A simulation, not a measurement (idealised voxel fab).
process module | voxel trench capacitor
cross-section cut | 200 nm wide | cells 5 nm
A cross-section is a grid of square cells, given in bands from the top down. A band is one or more rows of cells.
Each band's line starts with the height of the band's top and of its bottom, in nm. Then come its materials from left to right, each with its width in nm. One material with "throughout" fills the band from edge to edge. "air" is empty space.
Height 0 is the level under which the wafer as received is all one material. The lowest band goes on downwards, as in "0 down".
A width such as "30 to 40" changes by the same amount from each row of cells to the next, from the band's top row to its bottom row.
"no change" after a step means that no cell of the cross-section changed.
closed voids: empty space of 8 cells or more with no open way to the top, each as width x height at its distance from the left edge, in nm
after a step's settings: what the simulator itself notes on the step
overlay nm, on a step with a mask: how far to the right of its planned place the mask lay; to the left if negative
plan
1 op RECEIVE | material Si
2 op CONFORMAL_DEP | material SiN | thk nm 5
3 op MASKED_ETCH | tone open | mask id TRENCH | width nm 15 | pitch nm 45 | etch materials SiN | depth nm 5 | overlay nm 0
4 op MASKED_ETCH | tone open | mask id TRENCH | width nm 15 | pitch nm 45 | etch materials Si | depth nm 40 | overlay nm 0
5 op CONFORMAL_DEP | material SiO2 | thk nm 5
6 op FILL_DEP | material polySi | thk nm 5
7 op CMP | height nm 5
as received, after step 1
  0 down: Si throughout
  closed voids: none
a wafer at the end: this start, this plan, one mistake
  5 to 0: SiN 40 | SiO2 10 | polySi 5 | SiO2 10 | SiN 20 | SiO2 10 | polySi 5 | SiO2 10 | SiN 20 | SiO2 10 | polySi 5 | SiO2 10 | SiN 45
  0 to -35: Si 45 | SiO2 5 | polySi 5 | SiO2 5 | Si 30 | SiO2 5 | polySi 5 | SiO2 5 | Si 30 | SiO2 5 | polySi 5 | SiO2 5 | Si 50
  -35 to -40: Si 45 | SiO2 15 | Si 30 | SiO2 15 | Si 30 | SiO2 15 | Si 50
  -40 down: Si throughout
  closed voids: none
what went wrong: step 3 ran as: op MASKED_ETCH | tone open | mask id TRENCH | width nm 25 | pitch nm 45 | etch materials SiN | depth nm 5 | overlay nm 0
